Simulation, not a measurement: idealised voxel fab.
process module | voxel air gaps
cross-section cut | 265 nm wide | cells 5 nm
A cross-section is a grid of square cells, given in bands from the top down. A band is one or more rows of cells.
Each band's line starts with the height of the band's top and of its bottom, in nm. Then come its materials from left to right, each with its width in nm. One material with "throughout" fills the band from edge to edge. "air" is empty space.
Height 0 is the level under which the wafer as received is all one material. The lowest band goes on downwards, as in "0 down".
A width such as "30 to 40" changes by the same amount from each row of cells to the next, from the band's top row to its bottom row.
"no change" after a step means that no cell of the cross-section changed.
closed voids: empty space of 8 cells or more with no open way to the top, each as width x height at its distance from the left edge, in nm
after a step's settings: what the simulator itself notes on the step
overlay nm, on a step with a mask: how far to the right of its planned place the mask lay; to the left if negative
plan
1 op RECEIVE | material Si
2 op CONFORMAL_DEP | material SiO2 | thk nm 15
3 op CONFORMAL_DEP | material SiN | thk nm 5
4 op DIRECTIONAL_DEP | material SiO2 | thk nm 40
5 op DIRECTIONAL_DEP | material aC | thk nm 15
6 op PATTERN | tone open | mask id LINES | material resist | width nm 15 | pitch nm 40 | thk nm 35 | overlay nm 0
7 op DIRECTIONAL_ETCH | etch materials aC | depth nm 15
8 op STRIP | etch materials resist
9 op DIRECTIONAL_ETCH | etch materials SiO2 | depth nm 40
10 op STRIP | etch materials aC
11 op CONFORMAL_DEP | material TiN | thk nm 5
12 op FILL_DEP | material W | thk nm 10
13 op CMP | height nm 60
14 op EPI | material Ru | thk nm 10
15 op SELECTIVE_ETCH | etch materials SiO2 | depth nm 50
16 op CONFORMAL_DEP | material SiN | thk nm 5
as received, after step 1
  0 down: Si throughout
  closed voids: none
a wafer at the end: this start, this plan, one mistake
  75 to 70: SiN throughout
  70 to 60: Ru throughout
  60 to 25: W 80 | TiN 5 | SiO2 15 | TiN 5 | W 15 | TiN 5 | SiO2 15 | TiN 5 | W 15 | TiN 5 | SiO2 15 | TiN 5 | W 80
  25 to 20: TiN 85 | SiO2 15 | TiN 25 | SiO2 15 | TiN 25 | SiO2 15 | TiN 85
  20 to 15: SiN throughout
  15 to 0: SiO2 throughout
  0 down: Si throughout
  closed voids: none
what went wrong: step 6 ran as: op PATTERN | tone cover | mask id LINES | material resist | width nm 15 | pitch nm 40 | thk nm 35 | overlay nm 0
